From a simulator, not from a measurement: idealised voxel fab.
process module | voxel ribs on slabs
cross-section cut | 290 nm wide | cells 5 nm
A cross-section is a grid of square cells, given in bands from the top down. A band is one or more rows of cells.
Each band's line starts with the height of the band's top and of its bottom, in nm. Then come its materials from left to right, each with its width in nm. One material with "throughout" fills the band from edge to edge. "air" is empty space.
Height 0 is the level under which the wafer as received is all one material. The lowest band goes on downwards, as in "0 down".
A width such as "30 to 40" changes by the same amount from each row of cells to the next, from the band's top row to its bottom row.
"no change" after a step means that no cell of the cross-section changed.
closed voids: empty space of 8 cells or more with no open way to the top, each as width x height at its distance from the left edge, in nm
after a step's settings: what the simulator itself notes on the step
overlay nm, on a step with a mask: how far to the right of its planned place the mask lay; to the left if negative
plan
1 op RECEIVE | material Si
2 op DIRECTIONAL_DEP | material SiO2 | thk nm 25
3 op DIRECTIONAL_DEP | material polySi | thk nm 25
4 op PATTERN | tone cover | mask id RIB | material resist | width nm 30 | thk nm 20 | overlay nm 0
5 op DIRECTIONAL_ETCH | etch materials polySi | depth nm 10
6 op STRIP | etch materials resist
7 op MASKED_ETCH | tone cover | mask id SLAB | width nm 90 | etch materials polySi | depth nm 15 | overlay nm 0
8 op FILL_DEP | material SiO2 | thk nm 25
9 op CMP | height nm 70
10 op DIRECTIONAL_DEP | material TiN | thk nm 5
11 op MASKED_ETCH | tone cover | mask id HEATER | width nm 40 | etch materials TiN | depth nm 5 | overlay nm 0
12 op CONFORMAL_DEP | material SiO2 | thk nm 5
as received, after step 1
  0 down: Si throughout
  closed voids: none
a wafer at the end: this start, this plan, one mistake
  80 to 75: air 120 | SiO2 50 | air 120
  75 to 70: SiO2 125 | TiN 40 | SiO2 125
  70 to 65: SiO2 130 | polySi 30 | SiO2 130
  65 to 50: SiO2 100 | polySi 90 | SiO2 100
  50 to 25: polySi throughout
  25 to 0: SiO2 throughout
  0 down: Si throughout
  closed voids: none
what went wrong: step 3 was run twice
